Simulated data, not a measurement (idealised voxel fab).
You're looking at the process module voxel self aligned contacts.
This is section cut - it's 170 nm across, gridded in 5 nm square cells.
If you're reading a cross-section in this doc, picture square cells in a grid; it comes to you as bands, top ones listed first down to the bottom, and a band can be one or more rows of cells.
Look at the band entry: it leads with the top's height and the bottom's height in nm. Then it lists the materials left to right, with a width in nm for each. The word "everywhere" on a single material says that material fills the band edge to edge. The word "empty" is empty space.
We count height from 0. Below that, the starting wafer is all one material. The lowest band never ends at the bottom but goes on down; see "0..down" for how that is written.
The width entry "30->40" should be interpreted row by row: the top row of cells in the band takes the first number, the bottom row takes the second number, and the change between adjacent rows is uniform throughout.
For the purposes of this document, the phrase "no change occurred" attached to a step denotes that no cell within the cross-section was modified by that step.
Empty spaces without an open route to the top, at least 8 cells in extent, make up the entry "Enclosed void list"; each is given as width x height at distance, where the distance is measured from the left edge, and all are in nm.
Heads up: the bit after the settings on a step's line is the simulator's remark on that step.
"overlay nm", when on a step's line for a step with a mask, measures how far to the right of its planned place the mask lay; a negative measure means to the left.
Heads up before you read on: it's before/after pairs around one process step each, after side only down to the lowest band that changed, step plus settings under the pair. Pairs can be from different runs of this module, same starting wafer, so only chain a pair onto the one above if its "Pre-step snapshot" entry says so.
### Pre-step snapshot
45..20: empty=20  SiN=55  empty=15  SiN=55  empty=25
20..0: empty=20  SiN=10  polySi=35  SiN=10  empty=15  SiN=10  polySi=35  SiN=10  empty=25
0..-10: SiO2 everywhere
-10..down: Si everywhere
Enclosed void list: none
### Post-Process View
60..45: SiO2 everywhere
45..20: SiO2=20  SiN=55  SiO2=15  SiN=55  SiO2=25
20..0: SiO2=20  SiN=10  polySi=35  SiN=10  SiO2=15  SiN=10  polySi=35  SiN=10  SiO2=25
Below 0, the layers are the same as they were.
Enclosed void list: none
Which operation links the two cross-sections above? FILL_DEP [material SiO2] [thk nm 15]
Pre-step snapshot: It is represented by the cross-section appearing after the step of the pair directly above.
### Post-Process View
50..45: SiO2 everywhere
Below 45, the layers are the same as they were.
Enclosed void list: none
Which operation links the two cross-sections above? CMP [height nm 50]
Pre-step snapshot: It is represented by the cross-section appearing after the step of the pair directly above.
### Post-Process View
70..50: resist=55  empty=55  resist=60
Below 50, the layers are the same as they were.
Enclosed void list: none
Which operation links the two cross-sections above? PATTERN [tone open] [mask id CONTACT] [material resist] [width nm 55] [thk nm 20] [overlay nm 0]
Pre-step snapshot: It is represented by the cross-section appearing after the step of the pair directly above.
### Post-Process View
70..50: resist=55  empty=55  resist=60
50..45: SiO2=55  empty=55  SiO2=60
45..20: SiO2=20  SiN=55  empty=15  SiN=55  SiO2=25
20..0: SiO2=20  SiN=10  polySi=35  SiN=10  empty=15  SiN=10  polySi=35  SiN=10  SiO2=25
0..-5: SiO2=75  empty=15  SiO2=80
Below -5, the layers are the same as they were.
Enclosed void list: none
Which operation links the two cross-sections above? DIRECTIONAL_ETCH [etch materials SiO2] [depth nm 55]
Pre-step snapshot: It is represented by the cross-section appearing after the step of the pair directly above.
### Post-Process View
50..45: SiO2=55  empty=55  SiO2=60
Below 45, the layers are the same as they were.
Enclosed void list: none
Which operation links the two cross-sections above? STRIP [etch materials resist]
Pre-step snapshot: It is represented by the cross-section appearing after the step of the pair directly above.
### Post-Process View
55..50: TiN=60  empty=45  TiN=65
50..45: SiO2=55  TiN=25  empty=5  TiN=25  SiO2=60
45..20: SiO2=20  SiN=55  TiN=5  empty=5  TiN=5  SiN=55  SiO2=25
20..0: SiO2=20  SiN=10  polySi=35  SiN=10  TiN=5  empty=5  TiN=5  SiN=10  polySi=35  SiN=10  SiO2=25
0..-5: SiO2=75  TiN=15  SiO2=80
Below -5, the layers are the same as they were.
Enclosed void list: none
Which operation links the two cross-sections above? CONFORMAL_DEP [material TiN] [thk nm 5]
Pre-step snapshot: It is represented by the cross-section appearing after the step of the pair directly above.
### Post-Process View
60..55: Ru everywhere
55..50: TiN=60  Ru=45  TiN=65
50..45: SiO2=55  TiN=25  Ru=5  TiN=25  SiO2=60
45..20: SiO2=20  SiN=55  TiN=5  Ru=5  TiN=5  SiN=55  SiO2=25
20..0: SiO2=20  SiN=10  polySi=35  SiN=10  TiN=5  Ru=5  TiN=5  SiN=10  polySi=35  SiN=10  SiO2=25
Below 0, the layers are the same as they were.
Enclosed void list: none
Which operation links the two cross-sections above? FILL_DEP [material Ru] [thk nm 5]
Pre-step snapshot: It is represented by the cross-section appearing after the step of the pair directly above.
### Post-Process View
50..45: SiO2=55  TiN=25  Ru=5  TiN=25  SiO2=60
Below 45, the layers are the same as they were.
Enclosed void list: none
Which operation links the two cross-sections above? CMP [height nm 50]
Pre-step snapshot: It is represented by the cross-section appearing after the step of the pair directly above.
### Post-Process View
55..50: SiCN everywhere
Below 50, the layers are the same as they were.
Enclosed void list: none
Which operation links the two cross-sections above? CONFORMAL_DEP [material SiCN] [thk nm 5]
### Pre-step snapshot
50..45: SiO2 everywhere
45..20: SiO2=20  SiN=55  SiO2=15  SiN=55  SiO2=25
20..0: SiO2=20  SiN=10  polySi=35  SiN=10  SiO2=15  SiN=10  polySi=35  SiN=10  SiO2=25
0..-5: SiO2 everywhere
-5..down: Si everywhere
Enclosed void list: none
### Post-Process View
70..50: resist=60  empty=45  resist=65
Below 50, the layers are the same as they were.
Enclosed void list: none
Which operation links the two cross-sections above? PATTERN [tone open] [mask id CONTACT] [material resist] [width nm 45] [thk nm 20] [overlay nm 0]
Pre-step snapshot: It is represented by the cross-section appearing after the step of the pair directly above.
### Post-Process View
70..50: resist=60  empty=45  resist=65
50..45: SiO2=60  empty=45  SiO2=65
45..20: SiO2=20  SiN=55  empty=15  SiN=55  SiO2=25
20..0: SiO2=20  SiN=10  polySi=35  SiN=10  empty=15  SiN=10  polySi=35  SiN=10  SiO2=25
0..-5: SiO2=75  empty=15  SiO2=80
Below -5, the layers are the same as they were.
Enclosed void list: none
Which operation links the two cross-sections above? DIRECTIONAL_ETCH [etch materials SiO2] [depth nm 55]
Pre-step snapshot: It is represented by the cross-section appearing after the step of the pair directly above.
### Post-Process View
50..45: SiO2=60  empty=45  SiO2=65
Below 45, the layers are the same as they were.
Enclosed void list: none
Which operation links the two cross-sections above? STRIP [etch materials resist]
Pre-step snapshot: It is represented by the cross-section appearing after the step of the pair directly above.
### Post-Process View
55..50: TiN=65  empty=35  TiN=70
50..45: SiO2=60  TiN=20  empty=5  TiN=20  SiO2=65
45..20: SiO2=20  SiN=55  TiN=5  empty=5  TiN=5  SiN=55  SiO2=25
20..0: SiO2=20  SiN=10  polySi=35  SiN=10  TiN=5  empty=5  TiN=5  SiN=10  polySi=35  SiN=10  SiO2=25
0..-5: SiO2=75  TiN=15  SiO2=80
Below -5, the layers are the same as they were.
Enclosed void list: none
Which operation links the two cross-sections above? CONFORMAL_DEP [material TiN] [thk nm 5]
Pre-step snapshot: It is represented by the cross-section appearing after the step of the pair directly above.
### Post-Process View
60..55: Ru everywhere
55..50: TiN=65  Ru=35  TiN=70
50..45: SiO2=60  TiN=20  Ru=5  TiN=20  SiO2=65
45..20: SiO2=20  SiN=55  TiN=5  Ru=5  TiN=5  SiN=55  SiO2=25
20..0: SiO2=20  SiN=10  polySi=35  SiN=10  TiN=5  Ru=5  TiN=5  SiN=10  polySi=35  SiN=10  SiO2=25
Below 0, the layers are the same as they were.
Enclosed void list: none
Which operation links the two cross-sections above? FILL_DEP [material Ru] [thk nm 5]
Pre-step snapshot: It is represented by the cross-section appearing after the step of the pair directly above.
### Post-Process View
50..45: SiO2=60  TiN=20  Ru=5  TiN=20  SiO2=65
Below 45, the layers are the same as they were.
Enclosed void list: none
Which operation links the two cross-sections above? CMP [height nm 50]
Pre-step snapshot: It is represented by the cross-section appearing after the step of the pair directly above.
### Post-Process View
55..50: SiCN everywhere
Below 50, the layers are the same as they were.
Enclosed void list: none
Which operation links the two cross-sections above? CONFORMAL_DEP [material SiCN] [thk nm 5]
### Pre-step snapshot
50..45: SiO2 everywhere
45..20: SiO2=20  SiN=55  SiO2=15  SiN=55  SiO2=25
20..0: SiO2=20  SiN=10  polySi=35  SiN=10  SiO2=15  SiN=10  polySi=35  SiN=10  SiO2=25
0..-5: SiO2 everywhere
-5..down: Si everywhere
Enclosed void list: none
### Post-Process View
70..50: resist=60  empty=55  resist=55
Below 50, the layers are the same as they were.
Enclosed void list: none
Which operation links the two cross-sections above? PATTERN [tone open] [mask id CONTACT] [material resist] [width nm 55] [thk nm 20] [overlay nm 5]
Pre-step snapshot: It is represented by the cross-section appearing after the step of the pair directly above.
### Post-Process View
70..50: resist=60  empty=55  resist=55
50..45: SiO2=60  empty=55  SiO2=55
45..20: SiO2=20  SiN=55  empty=15  SiN=55  SiO2=25
20..0: SiO2=20  SiN=10  polySi=35  SiN=10  empty=15  SiN=10  polySi=35  SiN=10  SiO2=25
0..-5: SiO2=75  empty=15  SiO2=80
Below -5, the layers are the same as they were.
Enclosed void list: none
Which operation links the two cross-sections above? DIRECTIONAL_ETCH [etch materials SiO2] [depth nm 55]
Pre-step snapshot: It is represented by the cross-section appearing after the step of the pair directly above.
### Post-Process View
50..45: SiO2=60  empty=55  SiO2=55
Below 45, the layers are the same as they were.
Enclosed void list: none
Which operation links the two cross-sections above? STRIP [etch materials resist]
Pre-step snapshot: It is represented by the cross-section appearing after the step of the pair directly above.
### Post-Process View
55..50: TiN=65  empty=45  TiN=60
50..45: SiO2=60  TiN=20  empty=5  TiN=30  SiO2=55
45..20: SiO2=20  SiN=55  TiN=5  empty=5  TiN=5  SiN=55  SiO2=25
20..0: SiO2=20  SiN=10  polySi=35  SiN=10  TiN=5  empty=5  TiN=5  SiN=10  polySi=35  SiN=10  SiO2=25
0..-5: SiO2=75  TiN=15  SiO2=80
Below -5, the layers are the same as they were.
Enclosed void list: none
Which operation links the two cross-sections above? CONFORMAL_DEP [material TiN] [thk nm 5]
Pre-step snapshot: It is represented by the cross-section appearing after the step of the pair directly above.
### Post-Process View
60..55: Ru everywhere
55..50: TiN=65  Ru=45  TiN=60
50..45: SiO2=60  TiN=20  Ru=5  TiN=30  SiO2=55
45..20: SiO2=20  SiN=55  TiN=5  Ru=5  TiN=5  SiN=55  SiO2=25
20..0: SiO2=20  SiN=10  polySi=35  SiN=10  TiN=5  Ru=5  TiN=5  SiN=10  polySi=35  SiN=10  SiO2=25
Below 0, the layers are the same as they were.
Enclosed void list: none
Which operation links the two cross-sections above? FILL_DEP [material Ru] [thk nm 5]
Pre-step snapshot: It is represented by the cross-section appearing after the step of the pair directly above.
### Post-Process View
50..45: SiO2=60  TiN=20  Ru=5  TiN=30  SiO2=55
Below 45, the layers are the same as they were.
Enclosed void list: none
Which operation links the two cross-sections above? CMP [height nm 50]
Pre-step snapshot: It is represented by the cross-section appearing after the step of the pair directly above.
### Post-Process View
55..50: SiCN everywhere
Below 50, the layers are the same as they were.
Enclosed void list: none
Which operation links the two cross-sections above? CONFORMAL_DEP [material SiCN] [thk nm 5]
### Pre-step snapshot
50..45: SiO2=55  TiN=25  Ru=5  TiN=25  SiO2=60
45..20: SiO2=20  SiN=55  TiN=5  Ru=5  TiN=5  SiN=55  SiO2=25
20..0: SiO2=20  SiN=10  polySi=35  SiN=10  TiN=5  Ru=5  TiN=5  SiN=10  polySi=35  SiN=10  SiO2=25
0..-5: SiO2=75  TiN=15  SiO2=80
-5..down: Si everywhere
Enclosed void list: none
### Post-Process View
55..50: polySi everywhere
Below 50, the layers are the same as they were.
Enclosed void list: none
Which operation links the two cross-sections above? CONFORMAL_DEP [material polySi] [thk nm 5]
### Pre-step snapshot
60..45: aC everywhere
45..20: SiN everywhere
20..0: polySi everywhere
0..-5: SiO2 everywhere
-5..down: Si everywhere
Enclosed void list: none
### Post-Process View
90..60: resist=30  empty=35  resist=35  empty=35  resist=35
Below 60, the layers are the same as they were.
Enclosed void list: none
Which operation links the two cross-sections above? PATTERN [tone open] [mask id GATE] [material resist] [width nm 35] [pitch nm 70] [thk nm 30] [overlay nm 0]
Pre-step snapshot: It is represented by the cross-section appearing after the step of the pair directly above.
### Post-Process View
75..60: resist=30  empty=35  resist=35  empty=35  resist=35
60..45: aC=30  empty=35  aC=35  empty=35  aC=35
Below 45, the layers are the same as they were.
Enclosed void list: none
Which operation links the two cross-sections above? DIRECTIONAL_ETCH [etch materials aC] [depth nm 15]
Pre-step snapshot: It is represented by the cross-section appearing after the step of the pair directly above.
### Post-Process View
60..45: aC=30  empty=35  aC=35  empty=35  aC=35
Below 45, the layers are the same as they were.
Enclosed void list: none
Which operation links the two cross-sections above? STRIP [etch materials resist]
Pre-step snapshot: It is represented by the cross-section appearing after the step of the pair directly above.
### Post-Process View
60..45: aC=30  empty=35  aC=35  empty=35  aC=35
45..20: SiN=30  empty=35  SiN=35  empty=35  SiN=35
Below 20, the layers are the same as they were.
Enclosed void list: none
Which operation links the two cross-sections above? DIRECTIONAL_ETCH [etch materials SiN] [depth nm 25]
Pre-step snapshot: It is represented by the cross-section appearing after the step of the pair directly above.
### Post-Process View
60..45: aC=30  empty=35  aC=35  empty=35  aC=35
45..20: SiN=30  empty=35  SiN=35  empty=35  SiN=35
20..0: polySi=30  empty=35  polySi=35  empty=35  polySi=35
Below 0, the layers are the same as they were.
Enclosed void list: none
Which operation links the two cross-sections above? DIRECTIONAL_ETCH [etch materials polySi] [depth nm 20]
Pre-step snapshot: It is represented by the cross-section appearing after the step of the pair directly above.
### Post-Process View
45..20: SiN=30  empty=35  SiN=35  empty=35  SiN=35
Below 20, the layers are the same as they were.
Enclosed void list: none
Which operation links the two cross-sections above? STRIP [etch materials aC]
Pre-step snapshot: It is represented by the cross-section appearing after the step of the pair directly above.
### Post-Process View
55..20: SiN=40  empty=15  SiN=55  empty=15  SiN=45
20..10: polySi=30  SiN=10  empty=15  SiN=10  polySi=35  SiN=10  empty=15  SiN=10  polySi=35
10..0: polySi=30  SiN=35  polySi=35  SiN=35  polySi=35
Below 0, the layers are the same as they were.
Enclosed void list: none
Which operation links the two cross-sections above? CONFORMAL_DEP [material SiN] [thk nm 10]
Pre-step snapshot: It is represented by the cross-section appearing after the step of the pair directly above.
### Post-Process View
45..20: SiN=40  empty=15  SiN=55  empty=15  SiN=45
20..0: polySi=30  SiN=10  empty=15  SiN=10  polySi=35  SiN=10  empty=15  SiN=10  polySi=35
Below 0, the layers are the same as they were.
Enclosed void list: none
Which operation links the two cross-sections above? DIRECTIONAL_ETCH [etch materials SiN] [depth nm 10]
Pre-step snapshot: It is represented by the cross-section appearing after the step of the pair directly above.
### Post-Process View
60..45: SiO2 everywhere
45..20: SiN=40  SiO2=15  SiN=55  SiO2=15  SiN=45
20..0: polySi=30  SiN=10  SiO2=15  SiN=10  polySi=35  SiN=10  SiO2=15  SiN=10  polySi=35
Below 0, the layers are the same as they were.
Enclosed void list: none
Which operation links the two cross-sections above? FILL_DEP [material SiO2] [thk nm 15]
Pre-step snapshot: It is represented by the cross-section appearing after the step of the pair directly above.
### Post-Process View
50..45: SiO2 everywhere
Below 45, the layers are the same as they were.
Enclosed void list: none
Which operation links the two cross-sections above? CMP [height nm 50]
Pre-step snapshot: It is represented by the cross-section appearing after the step of the pair directly above.
### Post-Process View
70..50: resist=55  empty=55  resist=60
Below 50, the layers are the same as they were.
Enclosed void list: none
Which operation links the two cross-sections above? PATTERN [tone open] [mask id CONTACT] [material resist] [width nm 55] [thk nm 20] [overlay nm 0]
Pre-step snapshot: It is represented by the cross-section appearing after the step of the pair directly above.
### Post-Process View
70..50: resist=55  empty=55  resist=60
50..45: SiO2=55  empty=55  SiO2=60
Below 45, the layers are the same as they were.
Enclosed void list: none
Which operation links the two cross-sections above? DIRECTIONAL_ETCH [etch materials SiO2] [depth nm 55]
Pre-step snapshot: It is represented by the cross-section appearing after the step of the pair directly above.
### Post-Process View
50..45: SiO2=55  empty=55  SiO2=60
Below 45, the layers are the same as they were.
Enclosed void list: none
Which operation links the two cross-sections above? STRIP [etch materials resist]
Pre-step snapshot: It is represented by the cross-section appearing after the step of the pair directly above.
### Post-Process View
55..50: TiN=60  empty=45  TiN=65
50..45: SiO2=55  TiN=55  SiO2=60
Below 45, the layers are the same as they were.
Enclosed void list: none
Which operation links the two cross-sections above? CONFORMAL_DEP [material TiN] [thk nm 5]
Pre-step snapshot: It is represented by the cross-section appearing after the step of the pair directly above.
### Post-Process View
60..55: Ru everywhere
55..50: TiN=60  Ru=45  TiN=65
Below 50, the layers are the same as they were.
Enclosed void list: none
Which operation links the two cross-sections above? FILL_DEP [material Ru] [thk nm 5]
Pre-step snapshot: It is represented by the cross-section appearing after the step of the pair directly above.
### Post-Process View
50..45: SiO2=55  TiN=55  SiO2=60
Below 45, the layers are the same as they were.
Enclosed void list: none
Which operation links the two cross-sections above? CMP [height nm 50]
Pre-step snapshot: It is represented by the cross-section appearing after the step of the pair directly above.
### Post-Process View
55..50: SiCN everywhere
Below 50, the layers are the same as they were.
Enclosed void list: none
Which operation links the two cross-sections above? CONFORMAL_DEP [material SiCN] [thk nm 5]
